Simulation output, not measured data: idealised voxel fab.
process module | voxel ribs on slabs
cross-section cut | 240 nm wide | cells 5 nm
A cross-section is a grid of square cells, given in bands from the top down. A band is one or more rows of cells.
Each band's line starts with the height of the band's top and of its bottom, in nm. Then come its materials from left to right, each with its width in nm. One material with "throughout" fills the band from edge to edge. "air" is empty space.
Height 0 is the level under which the wafer as received is all one material. The lowest band goes on downwards, as in "0 down".
A width such as "30 to 40" changes by the same amount from each row of cells to the next, from the band's top row to its bottom row.
"no change" after a step means that no cell of the cross-section changed.
closed voids: empty space of 8 cells or more with no open way to the top, each as width x height at its distance from the left edge, in nm
after a step's settings: what the simulator itself notes on the step
overlay nm, on a step with a mask: how far to the right of its planned place the mask lay; to the left if negative
plan
1 op RECEIVE | material Si
2 op DIRECTIONAL_DEP | material SiO2 | thk nm 30
3 op DIRECTIONAL_DEP | material SiN | thk nm 25
4 op DIRECTIONAL_DEP | material aC | thk nm 10
5 op PATTERN | tone cover | mask id RIB | material resist | width nm 15 | thk nm 25 | overlay nm 0
6 op DIRECTIONAL_ETCH | etch materials aC | depth nm 10
7 op STRIP | etch materials resist
8 op DIRECTIONAL_ETCH | etch materials SiN | depth nm 15
9 op STRIP | etch materials aC
10 op DIRECTIONAL_DEP | material aC | thk nm 15
11 op PATTERN | tone cover | mask id SLAB | material resist | width nm 45 | thk nm 35 | overlay nm 0
12 op DIRECTIONAL_ETCH | etch materials aC | depth nm 15
13 op STRIP | etch materials resist
14 op DIRECTIONAL_ETCH | etch materials SiN | depth nm 10
15 op STRIP | etch materials aC
16 op FILL_DEP | material SiO2 | thk nm 20
17 op CMP | height nm 65
18 op DIRECTIONAL_DEP | material W | thk nm 10
19 op DIRECTIONAL_DEP | material aC | thk nm 15
20 op PATTERN | tone cover | mask id HEATER | material resist | width nm 25 | thk nm 30 | overlay nm 0
21 op DIRECTIONAL_ETCH | etch materials aC | depth nm 15
22 op STRIP | etch materials resist
23 op DIRECTIONAL_ETCH | etch materials W | depth nm 10
24 op STRIP | etch materials aC
25 op CONFORMAL_DEP | material SiN | thk nm 5
as received, after step 1
  0 down: Si throughout
  closed voids: none
first wafer at the end, as planned
  80 to 75: air 100 | SiN 35 | air 105
  75 to 70: air 100 | SiN 5 | W 25 | SiN 5 | air 105
  70 to 65: SiN 105 | W 25 | SiN 110
  65 to 55: SiO2 throughout
  55 to 40: SiO2 110 | SiN 15 | SiO2 115
  40 to 30: SiO2 95 | SiN 45 | SiO2 100
  30 to 0: SiO2 throughout
  0 down: Si throughout
  closed voids: none
second wafer at the end: like start, like plan, one mistake
  80 to 75: air 100 | SiN 35 | air 105
  75 to 70: air 100 | SiN 5 | W 25 | SiN 5 | air 105
  70 to 65: SiN 105 | W 25 | SiN 110
  65 to 55: SiO2 throughout
  55 to 40: SiO2 110 | SiN 15 | SiO2 115
  40 to 30: SiO2 100 | SiN 45 | SiO2 95
  30 to 0: SiO2 throughout
  0 down: Si throughout
  closed voids: none
what went wrong: step 11 ran as: op PATTERN | tone cover | mask id SLAB | material resist | width nm 45 | thk nm 35 | overlay nm 5
at the end the second wafer has, in cells: as many of each material as the first, in other places
